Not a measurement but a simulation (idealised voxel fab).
Process module heading - voxel quadruple lines
215 nm wide, 5 nm square cells: that's cross-section cut.
A cross-section in this document is a grid of square cells, and it is written down as bands, the top band listed before the ones below it; a band is made up of one or more rows of cells. The entry gives the band's vertical extent as a top height and a bottom height in nm, then its horizontal make-up as materials from left to right, each with a width in nm. "air" stands for empty space; a single material marked "full width" fills the band edge to edge. Heights from 0 (as-received wafer is one material below). Bottom band endless downward, as "z 0 and below". It should be noted that a width expressed as "30->40" varies in equal increments from row to row of cells within the band, taking the value of the first number at the top row and that of the second number at the bottom row. "same as before" after a step means that no cell of the cross-section changed. If an empty space has no open way to the top and is at least 8 cells in size, "Enclosed internal cavities" lists it, written width x height at distance, where distance is measured from the left edge and every value is in nm. Heads up: the bit after the settings on a step's line is the simulator's remark on that step. You can add "overlay nm" to a step's line. For a step with a mask, it describes how far the mask lay to the right of its planned position, and a negative number describes a lay to the left.
### Set out below are the planned steps of the process
| 1 | RECEIVE: material Si |
| 2 | CONFORMAL_DEP: material Al2O3, thk nm 5 |
| 3 | DIRECTIONAL_DEP: material TiN, thk nm 15 |
| 4 | DIRECTIONAL_DEP: material polySi, thk nm 15 |
| 5 | DIRECTIONAL_DEP: material aC, thk nm 20 |
| 6 | PATTERN: tone cover, mask id MANDREL, material resist, width nm 15, thk nm 30, overlay nm 0 |
| 7 | DIRECTIONAL_ETCH: etch materials aC, depth nm 20 |
| 8 | STRIP: etch materials resist |
| 9 | CONFORMAL_DEP: material SiO2, thk nm 10 |
| 10 | DIRECTIONAL_ETCH: etch materials SiO2, depth nm 10 |
| 11 | STRIP: etch materials aC |
| 12 | DIRECTIONAL_ETCH: etch materials polySi, depth nm 15 |
| 13 | STRIP: etch materials SiO2 |
| 14 | CONFORMAL_DEP: material SiCN, thk nm 5 |
| 15 | DIRECTIONAL_ETCH: etch materials SiCN, depth nm 5 |
| 16 | STRIP: etch materials polySi |
| 17 | DIRECTIONAL_ETCH: etch materials TiN, depth nm 15 |
| 18 | STRIP: etch materials SiCN |
Same starting wafers, different width nm at step 6. Plan value belongs to the first wafer.
### Received wafers, first of several: cross-section after step 1
    z 0 and below: Si full width
    Enclosed internal cavities: none
### Here is the cross-section of the first of several wafers at the end of the module, after its last step, step 18
    z 20 to 5: air (85)  TiN (5)  air (10)  TiN (5)  air (5)  TiN (5)  air (10)  TiN (5)  air (85)
    z 5 to 0: Al2O3 full width
    z 0 and below: Si full width
    Enclosed internal cavities: none
### Here's the last wafer cross-sectioned at the end of the module
    z 20 to 5: air (75)  TiN (5)  air (10)  TiN (5)  air (25)  TiN (5)  air (10)  TiN (5)  air (75)
    z 5 to 0: Al2O3 full width
    z 0 and below: Si full width
    Enclosed internal cavities: none
### wafer rows; end of module; cells per material since receipt: (+) gained, (-) lost; then closed voids
width nm 15; +43 Al2O3; +12 TiN; Enclosed internal cavities: none
width nm 20; +43 Al2O3; +12 TiN; Enclosed internal cavities: none
width nm 25; +43 Al2O3; +12 TiN; Enclosed internal cavities: none
width nm 30; +43 Al2O3; +12 TiN; Enclosed internal cavities: none
width nm 35; +43 Al2O3; +12 TiN; Enclosed internal cavities: none
